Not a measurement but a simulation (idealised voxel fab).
Process module under the name voxel double patterning
Xsec cut, 235 nm wide, square cell size 5 nm.
Cross-section layout: square cells on a grid; listed as bands, top to bottom; a band spans one or more cell rows. First you get the band's top height and its bottom height, in nm, and then the materials it's made of, left to right, with each width in nm. If you see a single material with "everywhere", that one covers the band edge to edge. "air" is empty space. Counting heights begins at 0, where everything beneath is, in the wafer as received, one material. The lowest band has no bottom; it goes on downwards, as "0 down" shows. A width such as "30 to 40" changes by the same amount from each row of cells to the next, from the band's top row to its bottom row. Key: "remains unaltered" - step with no changed cell in the cross-section. "Tabulated closed voids": sealed empty spaces, 8 cells or more, no open way to top, listed width x height at distance, with distance from the left edge and width, height and distance in nm. It should be noted that, on the line of a given step, the content following the step's settings is a remark produced by the simulator itself with respect to that step. For masked steps, "overlay nm" on the step line gives how far right of plan the mask actually lay; a minus sign means it lay to the left.

**Process steps foreseen in the plan**
| 1 | RECEIVE [material Si] |
| 2 | CONFORMAL_DEP [material SiN] [thk nm 10] |
| 3 | DIRECTIONAL_DEP [material SiO2] [thk nm 20] |
| 4 | DIRECTIONAL_DEP [material SiCN] [thk nm 5] |
| 5 | MASKED_ETCH [tone open] [mask id FIRST] [width nm 15] [pitch nm 50] [etch materials SiCN] [depth nm 5] [overlay nm 0] |
| 6 | DIRECTIONAL_DEP [material aC] [thk nm 15] |
| 7 | PATTERN [tone open] [mask id SECOND] [material resist] [width nm 15] [pitch nm 50] [thk nm 35] [overlay nm 0] |
| 8 | DIRECTIONAL_ETCH [etch materials aC] [depth nm 15] |
| 9 | STRIP [etch materials resist] |
| 10 | DIRECTIONAL_ETCH [etch materials SiCN] [depth nm 5] |
| 11 | STRIP [etch materials aC] |
| 12 | DIRECTIONAL_ETCH [etch materials SiO2] [depth nm 20] |
| 13 | STRIP [etch materials SiCN] |

**Wafer cross-section on receipt, i.e. after step 1**
- 0 down = Si everywhere
- Tabulated closed voids: none

**Wafer at module end, in section. Began as above, planned as above, run with one mistake**
- 20 to 0 = SiO2: 60; air: 15; SiO2: 10; air: 15; SiO2: 10; air: 15; SiO2: 10; air: 15; SiO2: 10; air: 15; SiO2: 60
- 0 down = Si everywhere
- Tabulated closed voids: none
Deviation from plan: step 2 of the plan never got run, it was skipped over
